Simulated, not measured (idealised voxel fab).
process module | voxel air gaps
cross-section cut | 245 nm wide | cells 5 nm
A cross-section is a grid of square cells, given in bands from the top down. A band is one or more rows of cells.
Each band's line starts with the height of the band's top and of its bottom, in nm. Then come its materials from left to right, each with its width in nm. One material with "throughout" fills the band from edge to edge. "air" is empty space.
Height 0 is the level under which the wafer as received is all one material. The lowest band goes on downwards, as in "0 down".
A width such as "30 to 40" changes by the same amount from each row of cells to the next, from the band's top row to its bottom row.
"no change" after a step means that no cell of the cross-section changed.
closed voids: empty space of 8 cells or more with no open way to the top, each as width x height at its distance from the left edge, in nm
after a step's settings: what the simulator itself notes on the step
overlay nm, on a step with a mask: how far to the right of its planned place the mask lay; to the left if negative
plan
1 op RECEIVE | material Si
2 op CONFORMAL_DEP | material SiO2 | thk nm 15
3 op CONFORMAL_DEP | material SiCN | thk nm 5
4 op DIRECTIONAL_DEP | material lowk | thk nm 35
5 op PATTERN | tone open | mask id LINES | material resist | width nm 25 | pitch nm 55 | thk nm 20 | overlay nm 0
6 op DIRECTIONAL_ETCH | etch materials lowk | depth nm 35
7 op STRIP | etch materials resist
8 op CONFORMAL_DEP | material TiN | thk nm 5
9 op FILL_DEP | material W | thk nm 5
10 op CMP | height nm 55
11 op EPI | material Ru | thk nm 10
12 op SELECTIVE_ETCH | etch materials lowk | depth nm 45
13 op CONFORMAL_DEP | material SiCN | thk nm 5
as received, after step 1
  0 down: Si throughout
  closed voids: none
first wafer at the end, as planned
  70 to 65: air 40 | SiCN 165 | air 40
  65 to 55: air 40 | SiCN 5 | Ru 45 | SiCN 10 | Ru 45 | SiCN 10 | Ru 45 | SiCN 5 | air 40
  55 to 50: air 40 | SiCN 15 | TiN 5 | W 15 | TiN 5 | SiCN 30 | TiN 5 | W 15 | TiN 5 | SiCN 30 | TiN 5 | W 15 | TiN 5 | SiCN 15 | air 40
  50 to 25: air 50 | SiCN 5 | TiN 5 | W 15 | TiN 5 | SiCN 5 | air 20 | SiCN 5 | TiN 5 | W 15 | TiN 5 | SiCN 5 | air 20 | SiCN 5 | TiN 5 | W 15 | TiN 5 | SiCN 5 | air 50
  25 to 20: SiCN 55 | TiN 25 | SiCN 30 | TiN 25 | SiCN 30 | TiN 25 | SiCN 55
  20 to 15: SiCN throughout
  15 to 0: SiO2 throughout
  0 down: Si throughout
  closed voids: 20 x 25 at 85; 20 x 25 at 140
second wafer at the end: like start, like plan, one mistake
  80 to 75: air 30 | SiCN 185 | air 30
  75 to 55: air 30 | SiCN 5 | Ru 175 | SiCN 5 | air 30
  55 to 50: air 30 | SiCN 25 | TiN 5 | W 15 | TiN 5 | lowk 30 | TiN 5 | W 15 | TiN 5 | lowk 30 | TiN 5 | W 15 | TiN 5 | SiCN 25 | air 30
  50 to 25: air 50 | SiCN 5 | TiN 5 | W 15 | TiN 5 | lowk 30 | TiN 5 | W 15 | TiN 5 | lowk 30 | TiN 5 | W 15 | TiN 5 | SiCN 5 | air 50
  25 to 20: SiCN 55 | TiN 25 | lowk 30 | TiN 25 | lowk 30 | TiN 25 | SiCN 55
  20 to 15: SiCN throughout
  15 to 0: SiO2 throughout
  0 down: Si throughout
  closed voids: none
what went wrong: step 11 was run twice
at the end the second wafer has, in cells: 86 more of Ru | 40 fewer of SiCN | 84 more of lowk
closed voids at the end (first wafer, second wafer): 2, 0
